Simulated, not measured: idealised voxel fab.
process module | voxel released beams
cross-section cut | 220 nm wide | cells 5 nm
A cross-section is a grid of square cells, given in bands from the top down. A band is one or more rows of cells.
Each band's line starts with the height of the band's top and of its bottom, in nm. Then come its materials from left to right, each with its width in nm. One material with "throughout" fills the band from edge to edge. "air" is empty space.
Height 0 is the level under which the wafer as received is all one material. The lowest band goes on downwards, as in "0 down".
A width such as "30 to 40" changes by the same amount from each row of cells to the next, from the band's top row to its bottom row.
"no change" after a step means that no cell of the cross-section changed.
closed voids: empty space of 8 cells or more with no open way to the top, each as width x height at its distance from the left edge, in nm
after a step's settings: what the simulator itself notes on the step
overlay nm, on a step with a mask: how far to the right of its planned place the mask lay; to the left if negative
plan
1 op RECEIVE | material Si
2 op CONFORMAL_DEP | material Al2O3 | thk nm 5
3 op DIRECTIONAL_DEP | material SiO2 | thk nm 10
4 op DIRECTIONAL_DEP | material aC | thk nm 15
5 op PATTERN | tone open | mask id ANCHOR | material resist | width nm 35 | thk nm 35 | overlay nm 0
6 op DIRECTIONAL_ETCH | etch materials aC | depth nm 15
7 op STRIP | etch materials resist
8 op DIRECTIONAL_ETCH | etch materials SiO2 | depth nm 10
9 op STRIP | etch materials aC
10 op CONFORMAL_DEP | material polySi | thk nm 10
11 op DIRECTIONAL_DEP | material aC | thk nm 15
12 op PATTERN | tone cover | mask id BEAM | material resist | width nm 85 | thk nm 30 | overlay nm 0
13 op DIRECTIONAL_ETCH | etch materials aC | depth nm 15
14 op STRIP | etch materials resist
15 op DIRECTIONAL_ETCH | etch materials polySi | depth nm 10
16 op STRIP | etch materials aC
17 op STRIP | etch materials SiO2
first wafer, as planned
as received, after step 1
  0 down: Si throughout
  closed voids: none
after step 2
  5 to 0: Al2O3 throughout
  below 0: unchanged
after step 3
  15 to 5: SiO2 throughout
  below 5: unchanged
after step 4
  30 to 15: aC throughout
  below 15: unchanged
after step 5
  65 to 30: resist 70 | air 35 | resist 115
  below 30: unchanged
after step 6
  50 to 30: resist 70 | air 35 | resist 115
  30 to 15: aC 70 | air 35 | aC 115
  below 15: unchanged
after step 7
  30 to 15: aC 70 | air 35 | aC 115
  below 15: unchanged
after step 8
  30 to 15: aC 70 | air 35 | aC 115
  15 to 5: SiO2 70 | air 35 | SiO2 115
  below 5: unchanged
after step 9
  15 to 5: SiO2 70 | air 35 | SiO2 115
  below 5: unchanged
after step 10
  25 to 15: polySi 80 | air 15 | polySi 125
  15 to 5: SiO2 70 | polySi 35 | SiO2 115
  below 5: unchanged
after step 11
  40 to 30: aC 80 | air 15 | aC 125
  30 to 25: aC throughout
  25 to 15: polySi 80 | aC 15 | polySi 125
  below 15: unchanged
after step 12
  70 to 40: air 65 | resist 85 | air 70
  40 to 30: aC 80 | resist 15 | aC 125
  below 30: unchanged
after step 13
  55 to 40: air 65 | resist 85 | air 70
  40 to 30: air 65 | aC 15 | resist 15 | aC 55 | air 70
  30 to 25: air 65 | aC 85 | air 70
  below 25: unchanged
after step 14
  40 to 30: air 65 | aC 15 | air 15 | aC 55 | air 70
  below 30: unchanged
after step 15
  40 to 30: air 65 | aC 15 | air 15 | aC 55 | air 70
  30 to 25: air 65 | aC 85 | air 70
  25 to 15: air 65 | polySi 15 | aC 15 | polySi 55 | air 70
  below 15: unchanged
after step 16
  25 to 15: air 65 | polySi 15 | air 15 | polySi 55 | air 70
  below 15: unchanged
after step 17
  25 to 15: air 65 | polySi 15 | air 15 | polySi 55 | air 70
  15 to 5: air 70 | polySi 35 | air 115
  below 5: unchanged
second wafer: like start, like plan, one mistake. Through step 6 it matches the first wafer
when step 7 should have ended
  30 to 15: aC 70 | air 35 | aC 115
  below 15: unchanged
when step 8 should have ended
  30 to 15: aC 70 | air 35 | aC 115
  15 to 5: SiO2 70 | air 35 | SiO2 115
  below 5: unchanged
when step 9 should have ended
  15 to 5: SiO2 70 | air 35 | SiO2 115
  below 5: unchanged
when step 10 should have ended
  25 to 15: polySi 80 | air 15 | polySi 125
  15 to 5: SiO2 70 | polySi 35 | SiO2 115
  below 5: unchanged
when step 11 should have ended
  40 to 30: aC 80 | air 15 | aC 125
  30 to 25: aC throughout
  25 to 15: polySi 80 | aC 15 | polySi 125
  below 15: unchanged
when step 12 should have ended
  70 to 40: air 65 | resist 85 | air 70
  40 to 30: aC 80 | resist 15 | aC 125
  below 30: unchanged
when step 13 should have ended
  55 to 40: air 65 | resist 85 | air 70
  40 to 30: air 65 | aC 15 | resist 15 | aC 55 | air 70
  30 to 25: air 65 | aC 85 | air 70
  below 25: unchanged
when step 14 should have ended
  40 to 30: air 65 | aC 15 | air 15 | aC 55 | air 70
  below 30: unchanged
when step 15 should have ended
  40 to 30: air 65 | aC 15 | air 15 | aC 55 | air 70
  30 to 25: air 65 | aC 85 | air 70
  25 to 15: air 65 | polySi 15 | aC 15 | polySi 55 | air 70
  below 15: unchanged
when step 16 should have ended
  25 to 15: air 65 | polySi 15 | air 15 | polySi 55 | air 70
  below 15: unchanged
when step 17 should have ended
  25 to 15: air 65 | polySi 15 | air 15 | polySi 55 | air 70
  15 to 5: air 70 | polySi 35 | air 115
  below 5: unchanged
what went wrong: step 7 was run twice
at the end the two cross-sections are the same: no effect in what this model computes
